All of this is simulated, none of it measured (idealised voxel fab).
Proc. module: voxel released beams
The cross-section shown here is cut; it is 200 nm wide and divided into square cells measuring 5 nm on a side.
Bands, listed from the top down, are how a cross-section gets written in this document; the cross-section itself is a grid of square cells, and a band is one or more rows of them. Band: top and bottom heights (nm) first, top before bottom; then materials from left to right, widths in nm. "edge to edge" marks a sole material filling the band edge to edge. "air" denotes empty space. It should be noted that heights are counted from 0, beneath which the wafer as supplied is of one material throughout, and that the lowest band possesses no lower boundary but continues downward, as written in "0 down". Width spec "30->40" -> top row of cells at first value, bottom row at second value, equal per-row change in between. It should be understood that the words "no alteration", when stated for a given step, signify that the cross-section underwent no change in any of its cells during that step. This entry, "Cavities, sealed", enumerates those empty regions of no fewer than 8 cells that possess no open connection to the top. Each region is reported in the form width x height at distance, the distance being taken from the left edge, with all three quantities expressed in nm. On each step's line, the part that comes after the settings is the simulator's own comment on the step. overlay nm: on a step with a mask, how far right of its planned place the mask lay; negative means left.

[The steps planned for the process are as follows]
1 op RECEIVE | material Si
2 op CONFORMAL_DEP | material Al2O3 | thk nm 10
3 op DIRECTIONAL_DEP | material SiO2 | thk nm 20
4 op MASKED_ETCH | tone open | mask id ANCHOR | width nm 25 | etch materials SiO2 | depth nm 20 | overlay nm 0
5 op CONFORMAL_DEP | material polySi | thk nm 10
6 op MASKED_ETCH | tone cover | mask id BEAM | width nm 75 | etch materials polySi | depth nm 10 | overlay nm 0
7 op STRIP | etch materials SiO2

[First of two wafers, processed according to plan]

[So this is the incoming wafer in cross-section - it's already been through step 1]
	0 down  Si edge to edge
	Cavities, sealed: none

[After step 2, in cross-section]
	10 to 0  Al2O3 edge to edge
	Anything lower than 0 is untouched.

[After step 3, in cross-section]
	30 to 10  SiO2 edge to edge
	Anything lower than 10 is untouched.

[After step 4, in cross-section]
	30 to 10  SiO2 (65) | air (25) | SiO2 (110)
	Anything lower than 10 is untouched.

[After step 5, in cross-section]
	40 to 30  polySi (75) | air (5) | polySi (120)
	30 to 20  SiO2 (65) | polySi (10) | air (5) | polySi (10) | SiO2 (110)
	20 to 10  SiO2 (65) | polySi (25) | SiO2 (110)
	Anything lower than 10 is untouched.

[After step 6, in cross-section]
	40 to 30  air (60) | polySi (15) | air (5) | polySi (55) | air (65)
	Anything lower than 30 is untouched.

[After step 7, in cross-section]
	40 to 30  air (60) | polySi (15) | air (5) | polySi (55) | air (65)
	30 to 20  air (65) | polySi (10) | air (5) | polySi (10) | air (110)
	20 to 10  air (65) | polySi (25) | air (110)
	Anything lower than 10 is untouched.

[Okay, second wafer. Nothing different at the start, nothing different in the plan, just one mistake somewhere in the running. As far as step 3, counting that step, it's the first wafer all over again]

[What the second wafer looks like in cross-section when step 4 should have wrapped up]
	30 to 10  air (65) | SiO2 (25) | air (110)
	Anything lower than 10 is untouched.

[What the second wafer looks like in cross-section when step 5 should have wrapped up]
	40 to 30  air (55) | polySi (45) | air (100)
	30 to 20  air (55) | polySi (10) | SiO2 (25) | polySi (10) | air (100)
	20 to 10  polySi (65) | SiO2 (25) | polySi (110)
	Anything lower than 10 is untouched.

[What the second wafer looks like in cross-section when step 6 should have wrapped up]
	40 to 30  air (60) | polySi (40) | air (100)
	30 to 20  air (55) | polySi (10) | SiO2 (25) | polySi (10) | air (100)
	20 to 10  air (55) | polySi (10) | SiO2 (25) | polySi (45) | air (65)
	Anything lower than 10 is untouched.

What the second wafer looks like in cross-section when step 7 should have wrapped up: no alteration
The plan and the run diverged here: step 4 was run on a setting that differed from the plan, and what really ran there is op MASKED_ETCH | tone cover | mask id ANCHOR | width nm 25 | etch materials SiO2 | depth nm 20 | overlay nm 0
End of process, cell counts, second wafer against first, materials with more or fewer: +20 SiO2
